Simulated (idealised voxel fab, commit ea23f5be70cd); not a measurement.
Process module heading - voxel tone inversion
In the cross-section labelled cut, the width is 225 nm and each square cell is 5 nm.
Cross-section layout: square cells on a grid; listed as bands, top to bottom; a band spans one or more cell rows. Heights first: top, then bottom, in nm. Then materials, left to right, each with a width in nm. "throughout" on a single material: fills the band edge to edge. "empty": empty space. Ref level 0: as-received wafer is one material below here. Bottom band extends down with no lower bound ("0 nm and below"). Width "30 to 40": first value at the band's top row of cells, second value at its bottom row, equal change from row to row. Reading "remained the same" for a step: not a cell of the cross-section changed in it. "Catalogued sealed voids" specifies each empty space that is not open to the top and that occupies no fewer than 8 cells, using the form width x height at distance, the distance measured from the left edge and all three quantities in nm. If you see something after the settings on a step's line, that's the simulator's own remark about that step. Each step line may optionally specify "overlay nm", which for a step with a mask gives the rightward distance between the mask's planned place and where it lay, a negative value indicating the leftward direction.
**Process steps foreseen in the plan**
1,RECEIVE [material Si]
2,CONFORMAL_DEP [material SiCN] [thk nm 10]
3,DIRECTIONAL_DEP [material aC] [thk nm 15]
4,PATTERN [tone cover] [mask id POSTS] [material resist] [width nm 20] [pitch nm 40] [thk nm 20] [overlay nm -15]
5,DIRECTIONAL_ETCH [etch materials aC] [depth nm 15]
6,STRIP [etch materials resist]
7,FILL_DEP [material SiO2] [thk nm 10]
8,CMP [height nm 25]
9,STRIP [etch materials aC]
10,CONFORMAL_DEP [material TiN] [thk nm 5]
11,FILL_DEP [material W] [thk nm 10]
12,CMP [height nm 25]
13,CONFORMAL_DEP [material SiN] [thk nm 5]
It is noted that the wafers described herein are identical at the outset and are distinguished by the overlay nm of step 4; the value stated in the plan corresponds to the first wafer.
**The first of several wafers in cross-section, exactly as it reached us after step 1**
    0 nm and below: Si throughout
    Catalogued sealed voids: none
**First wafer of several, cross-section, module end, after step 13 (last)**
    30 nm to 25 nm: SiN throughout
    25 nm to 15 nm: SiO2 25 nm  TiN 5 nm  W 10 nm  TiN 5 nm  SiO2 20 nm  TiN 5 nm  W 10 nm  TiN 5 nm  SiO2 20 nm  TiN 5 nm  W 10 nm  TiN 5 nm  SiO2 20 nm  TiN 5 nm  W 10 nm  TiN 5 nm  SiO2 60 nm
    15 nm to 10 nm: SiO2 25 nm  TiN 20 nm  SiO2 20 nm  TiN 20 nm  SiO2 20 nm  TiN 20 nm  SiO2 20 nm  TiN 20 nm  SiO2 60 nm
    10 nm to 0 nm: SiCN throughout
    0 nm and below: Si throughout
    Catalogued sealed voids: none
**Last wafer of the set, cross-sectioned at end of module**
    30 nm to 25 nm: SiN throughout
    25 nm to 15 nm: SiO2 55 nm  TiN 5 nm  W 10 nm  TiN 5 nm  SiO2 20 nm  TiN 5 nm  W 10 nm  TiN 5 nm  SiO2 20 nm  TiN 5 nm  W 10 nm  TiN 5 nm  SiO2 20 nm  TiN 5 nm  W 10 nm  TiN 5 nm  SiO2 30 nm
    15 nm to 10 nm: SiO2 55 nm  TiN 20 nm  SiO2 20 nm  TiN 20 nm  SiO2 20 nm  TiN 20 nm  SiO2 20 nm  TiN 20 nm  SiO2 30 nm
    10 nm to 0 nm: SiCN throughout
    0 nm and below: Si throughout
    Catalogued sealed voids: none
**Here is how to read the rows: every wafer has a row, and it shows the wafer at the end of the module, giving for each material how many cells were gained (+) or lost (-) since the wafer was received, then listing its closed voids**
overlay nm -15, +90 SiCN, +45 SiN, +87 SiO2, +32 TiN, +16 W, Catalogued sealed voids: none
overlay nm -10, +90 SiCN, +45 SiN, +87 SiO2, +32 TiN, +16 W, Catalogued sealed voids: none
overlay nm -5, +90 SiCN, +45 SiN, +87 SiO2, +32 TiN, +16 W, Catalogued sealed voids: none
overlay nm 0, +90 SiCN, +45 SiN, +87 SiO2, +32 TiN, +16 W, Catalogued sealed voids: none
overlay nm 5, +90 SiCN, +45 SiN, +87 SiO2, +32 TiN, +16 W, Catalogued sealed voids: none
overlay nm 10, +90 SiCN, +45 SiN, +87 SiO2, +32 TiN, +16 W, Catalogued sealed voids: none
overlay nm 15, +90 SiCN, +45 SiN, +87 SiO2, +32 TiN, +16 W, Catalogued sealed voids: none
